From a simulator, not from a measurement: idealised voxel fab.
Name of the process module below: voxel gate over fins
Square cell edge 5 nm, section width 195 nm, ID cut.
Cross-section = grid of square cells, listed top down in bands; band = one or more rows. Band entry format. Leading values: height of top, height of bottom, nm. Remainder: materials in left-to-right order, each with its width in nm. Special words: "throughout" on a single material, which then fills the band edge to edge; "blank", empty space. Ref level 0: as-received wafer is one material below here. Bottom band extends down with no lower bound ("0 down"). Think of "30 to 40" as a width that walks from the first number to the second as you go down the band, top row to bottom row, taking equal-sized steps from row to row. No cell of the cross-section changed in a step that is given as "same as before". Heads up: "Closed void inventory" only lists the empty pockets with no open path to the top that are 8 cells or more, and it writes them as width x height at distance, distance from the left edge, in nm. The remark found on a step's line after its settings is issued by the simulator itself and pertains to that step. overlay nm: step with mask; distance mask lay right of planned place; negative value = left of planned place.
### These are the steps we planned for the process
1,RECEIVE [material Si]
2,CONFORMAL_DEP [material SiN] [thk nm 5]
3,PATTERN [tone cover] [mask id FINS] [material resist] [width nm 15] [pitch nm 40] [thk nm 20] [overlay nm 0]
4,DIRECTIONAL_ETCH [etch materials SiN] [depth nm 5]
5,DIRECTIONAL_ETCH [etch materials Si] [depth nm 35]
6,STRIP [etch materials resist]
7,OXIDIZE [depth nm 5]
8,FILL_DEP [material SiO2] [thk nm 15]
9,CMP [height nm 5]
10,SELECTIVE_ETCH [etch materials SiO2] [depth nm 20]
11,STRIP [etch materials SiN]
12,CONFORMAL_DEP [material HfO2] [thk nm 5]
13,CONFORMAL_DEP [material TiN] [thk nm 5]
14,FILL_DEP [material W] [thk nm 15]
15,CMP [height nm 20]
16,CONFORMAL_DEP [material SiCN] [thk nm 10]
### Wafer as received: cross-section following step 1
    0 down | Si throughout
    Closed void inventory: none
### One mistake in running the module, otherwise start and plan as above: cross-section at the end
    30 to 20 | SiCN throughout
    20 to 10 | W throughout
    10 to 5 | W 65, TiN 25, W 15, TiN 25, W 65
    5 to 0 | W 65, TiN 5, HfO2 15, TiN 5, W 15, TiN 5, HfO2 15, TiN 5, W 65
    0 to -5 | W 65, TiN 5, HfO2 5, Si 5, HfO2 5, TiN 5, W 15, TiN 5, HfO2 5, Si 5, HfO2 5, TiN 5, W 65
    -5 to -10 | TiN 60, W 5, TiN 5, HfO2 5, Si 5, HfO2 5, TiN 5, W 15, TiN 5, HfO2 5, Si 5, HfO2 5, TiN 5, W 5, TiN 60
    -10 to -15 | HfO2 55, TiN 15, HfO2 5, Si 5, HfO2 5, TiN 25, HfO2 5, Si 5, HfO2 5, TiN 15, HfO2 55
    -15 to -20 | SiO2 50, HfO2 25, Si 5, HfO2 35, Si 5, HfO2 25, SiO2 50
    -20 to -40 | SiO2 75, Si 5, SiO2 35, Si 5, SiO2 75
    -40 down | Si throughout
    Closed void inventory: none
Misprocessing identified: swap of plan steps 10 and 11 during execution
